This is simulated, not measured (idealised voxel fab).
Proc. module: voxel ribs on slabs
155 nm wide, 5 nm square cells: that's cross-section cut.
If you're reading a cross-section in this doc, picture square cells in a grid; it comes to you as bands, top ones listed first down to the bottom, and a band can be one or more rows of cells.
Top height, bottom height, nm. Materials left to right, width each, nm. Single material + "throughout" = fills band edge to edge. "blank" = empty.
It should be noted that heights are counted from 0, beneath which the wafer as supplied is of one material throughout, and that the lowest band possesses no lower boundary but continues downward, as written in "0 down".
The notation "30 to 40" denotes a width that varies across the rows of cells in the band, beginning at the first number in the top row, finishing at the second number in the bottom row, and changing by an identical amount from each row to the next.
A step reported as "all unchanged" is a step in which no cell of the cross-section changed.
So "Enclosed voids" is basically the list of trapped voids: any empty space of 8 cells or more that can't reach the top through an opening. They're written width x height at distance, the distance being from the left edge, and it's all nm.
Text after the settings on a step's line: the simulator's own remark on that step.
overlay nm: step with mask; distance mask lay right of planned place; negative value = left of planned place.
Listed below are the process steps as planned
| 1 | RECEIVE (material Si) |
| 2 | DIRECTIONAL_DEP (material SiO2; thk nm 20) |
| 3 | DIRECTIONAL_DEP (material SiN; thk nm 20) |
| 4 | DIRECTIONAL_DEP (material aC; thk nm 10) |
| 5 | PATTERN (tone cover; mask id RIB; material resist; width nm 15; thk nm 25; overlay nm 0) |
| 6 | DIRECTIONAL_ETCH (etch materials aC; depth nm 10) |
| 7 | STRIP (etch materials resist) |
| 8 | DIRECTIONAL_ETCH (etch materials SiN; depth nm 5) |
| 9 | STRIP (etch materials aC) |
| 10 | MASKED_ETCH (tone cover; mask id SLAB; width nm 65; etch materials SiN; depth nm 15; overlay nm 0) |
| 11 | FILL_DEP (material SiO2; thk nm 25) |
| 12 | CMP (height nm 60) |
| 13 | DIRECTIONAL_DEP (material TiN; thk nm 5) |
| 14 | DIRECTIONAL_DEP (material aC; thk nm 15) |
| 15 | PATTERN (tone cover; mask id HEATER; material resist; width nm 25; thk nm 35; overlay nm 0) |
| 16 | DIRECTIONAL_ETCH (etch materials aC; depth nm 15) |
| 17 | STRIP (etch materials resist) |
| 18 | DIRECTIONAL_ETCH (etch materials TiN; depth nm 5) |
| 19 | STRIP (etch materials aC) |
| 20 | CONFORMAL_DEP (material SiN; thk nm 5) |
Wafer as received: cross-section following step 1
> 0 down  Si throughout
> Enclosed voids: none
First of two wafers, end-of-module section, run followed plan
> 70 to 65  60 of blank | 35 of SiN | 60 of blank
> 65 to 60  65 of SiN | 25 of TiN | 65 of SiN
> 60 to 40  SiO2 throughout
> 40 to 35  70 of SiO2 | 15 of SiN | 70 of SiO2
> 35 to 20  45 of SiO2 | 65 of SiN | 45 of SiO2
> 20 to 0  SiO2 throughout
> 0 down  Si throughout
> Enclosed voids: none
Cross-section, second wafer: same start as the first, same plan as the first, one mistake in running it; taken at the end of the module
> 70 to 65  60 of blank | 35 of SiN | 60 of blank
> 65 to 60  65 of SiN | 25 of TiN | 65 of SiN
> 60 to 40  SiO2 throughout
> 40 to 35  45 of SiO2 | 25 of SiN | 15 of SiO2 | 25 of SiN | 45 of SiO2
> 35 to 25  45 of SiO2 | 65 of SiN | 45 of SiO2
> 25 to 20  SiN throughout
> 20 to 0  SiO2 throughout
> 0 down  Si throughout
> Enclosed voids: none
Nonconformance to the process plan: heads up, step 5 didn't go per plan, it actually ran as PATTERN (tone open; mask id RIB; material resist; width nm 15; thk nm 25; overlay nm 0)
At the finish, the second wafer shows more or fewer cells for some materials than the first does: SiN +25, SiO2 -25
